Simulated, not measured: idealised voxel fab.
Process module name: voxel plated lines
Section shown: cut. Width: 215 nm. Cell size: 5 nm, square.
Notation: cross-section as square-cell grid; stated in bands, top first, going down; one or more cell rows per band. Heads up on the band format: heights come first, top then bottom, in nm. After that it's the materials left to right, each with its width in nm. A single material flagged "everywhere" fills the whole band edge to edge, and "empty" means there's empty space there. Height reference: 0 = level under which incoming wafer is all one material. Lowest band: no bottom, runs on downward, e.g. "z 0 and below". Note: "30 to 40" means the width goes from the first number (top row of the band) to the second number (bottom row) in equal steps per row of cells. Where a step carries "remained the same", the cross-section came out of it unchanged, cell for cell. So "Sealed void listing" is basically the list of trapped voids: any empty space of 8 cells or more that can't reach the top through an opening. They're written width x height at distance, the distance being from the left edge, and it's all nm. On each step's line, the part that comes after the settings is the simulator's own comment on the step. overlay nm: mask offset rightward from planned place, masked step; negative means leftward offset.
These are the steps we planned for the process:
1 RECEIVE | material Si
2 CONFORMAL_DEP | material SiN | thk nm 15
3 DIRECTIONAL_DEP | material TiN | thk nm 5
4 PATTERN | tone open | mask id LINES | material resist | width nm 25 | pitch nm 55 | thk nm 30 | overlay nm 0
5 EPI | material Ru | thk nm 5
6 EPI | material Ru | thk nm 5
7 STRIP | etch materials resist
8 DIRECTIONAL_ETCH | etch materials TiN | depth nm 5
9 CONFORMAL_DEP | material SiO2 | thk nm 5
Concerning the first of two wafers, which was run in accordance with the plan:
Step 1 complete: cross-section of the wafer as received:
  z 0 and below | Si everywhere
  Sealed void listing: none
Take a look at the wafer's cross-section after step 2:
  z 15 to 0 | SiN everywhere
  Beneath the level 0, the cross-section is identical to its previous state.
Take a look at the wafer's cross-section after step 3:
  z 20 to 15 | TiN everywhere
  Beneath the level 15, the cross-section is identical to its previous state.
Take a look at the wafer's cross-section after step 4:
  z 50 to 20 | 40 of resist, 25 of empty, 30 of resist, 25 of empty, 30 of resist, 25 of empty, 40 of resist
  Beneath the level 20, the cross-section is identical to its previous state.
Take a look at the wafer's cross-section after step 5:
  z 50 to 25 | 40 of resist, 25 of empty, 30 of resist, 25 of empty, 30 of resist, 25 of empty, 40 of resist
  z 25 to 20 | 40 of resist, 25 of Ru, 30 of resist, 25 of Ru, 30 of resist, 25 of Ru, 40 of resist
  Beneath the level 20, the cross-section is identical to its previous state.
Take a look at the wafer's cross-section after step 6:
  z 50 to 30 | 40 of resist, 25 of empty, 30 of resist, 25 of empty, 30 of resist, 25 of empty, 40 of resist
  z 30 to 20 | 40 of resist, 25 of Ru, 30 of resist, 25 of Ru, 30 of resist, 25 of Ru, 40 of resist
  Beneath the level 20, the cross-section is identical to its previous state.
Take a look at the wafer's cross-section after step 7:
  z 30 to 20 | 40 of empty, 25 of Ru, 30 of empty, 25 of Ru, 30 of empty, 25 of Ru, 40 of empty
  Beneath the level 20, the cross-section is identical to its previous state.
Take a look at the wafer's cross-section after step 8:
  z 30 to 20 | 40 of empty, 25 of Ru, 30 of empty, 25 of Ru, 30 of empty, 25 of Ru, 40 of empty
  z 20 to 15 | 40 of empty, 25 of TiN, 30 of empty, 25 of TiN, 30 of empty, 25 of TiN, 40 of empty
  Beneath the level 15, the cross-section is identical to its previous state.
Take a look at the wafer's cross-section after step 9:
  z 35 to 30 | 35 of empty, 35 of SiO2, 20 of empty, 35 of SiO2, 20 of empty, 35 of SiO2, 35 of empty
  z 30 to 20 | 35 of empty, 5 of SiO2, 25 of Ru, 5 of SiO2, 20 of empty, 5 of SiO2, 25 of Ru, 5 of SiO2, 20 of empty, 5 of SiO2, 25 of Ru, 5 of SiO2, 35 of empty
  z 20 to 15 | 40 of SiO2, 25 of TiN, 30 of SiO2, 25 of TiN, 30 of SiO2, 25 of TiN, 40 of SiO2
  Beneath the level 15, the cross-section is identical to its previous state.
Notes, second wafer: start = first wafer's, plan = first wafer's, execution had one mistake; history identical to first through step 3:
Cross-sectional representation of the second wafer at the time designated in the plan for the completion of step 4:
  z 50 to 20 | 45 of resist, 20 of empty, 35 of resist, 20 of empty, 35 of resist, 20 of empty, 40 of resist
  Beneath the level 20, the cross-section is identical to its previous state.
Cross-sectional representation of the second wafer at the time designated in the plan for the completion of step 5:
  z 50 to 25 | 45 of resist, 20 of empty, 35 of resist, 20 of empty, 35 of resist, 20 of empty, 40 of resist
  z 25 to 20 | 45 of resist, 20 of Ru, 35 of resist, 20 of Ru, 35 of resist, 20 of Ru, 40 of resist
  Beneath the level 20, the cross-section is identical to its previous state.
Cross-sectional representation of the second wafer at the time designated in the plan for the completion of step 6:
  z 50 to 30 | 45 of resist, 20 of empty, 35 of resist, 20 of empty, 35 of resist, 20 of empty, 40 of resist
  z 30 to 20 | 45 of resist, 20 of Ru, 35 of resist, 20 of Ru, 35 of resist, 20 of Ru, 40 of resist
  Beneath the level 20, the cross-section is identical to its previous state.
Cross-sectional representation of the second wafer at the time designated in the plan for the completion of step 7:
  z 30 to 20 | 45 of empty, 20 of Ru, 35 of empty, 20 of Ru, 35 of empty, 20 of Ru, 40 of empty
  Beneath the level 20, the cross-section is identical to its previous state.
Cross-sectional representation of the second wafer at the time designated in the plan for the completion of step 8:
  z 30 to 20 | 45 of empty, 20 of Ru, 35 of empty, 20 of Ru, 35 of empty, 20 of Ru, 40 of empty
  z 20 to 15 | 45 of empty, 20 of TiN, 35 of empty, 20 of TiN, 35 of empty, 20 of TiN, 40 of empty
  Beneath the level 15, the cross-section is identical to its previous state.
Cross-sectional representation of the second wafer at the time designated in the plan for the completion of step 9:
  z 35 to 30 | 40 of empty, 30 of SiO2, 25 of empty, 30 of SiO2, 25 of empty, 30 of SiO2, 35 of empty
  z 30 to 20 | 40 of empty, 5 of SiO2, 20 of Ru, 5 of SiO2, 25 of empty, 5 of SiO2, 20 of Ru, 5 of SiO2, 25 of empty, 5 of SiO2, 20 of Ru, 5 of SiO2, 35 of empty
  z 20 to 15 | 45 of SiO2, 20 of TiN, 35 of SiO2, 20 of TiN, 35 of SiO2, 20 of TiN, 40 of SiO2
  Beneath the level 15, the cross-section is identical to its previous state.
what went wrong: step 4 went in with a setting other than planned; the actual run was PATTERN | tone open | mask id LINES | material resist | width nm 20 | pitch nm 55 | thk nm 30 | overlay nm 0
End of process, cell counts, second wafer against first, materials with more or fewer: 6 fewer of Ru; 3 fewer of TiN
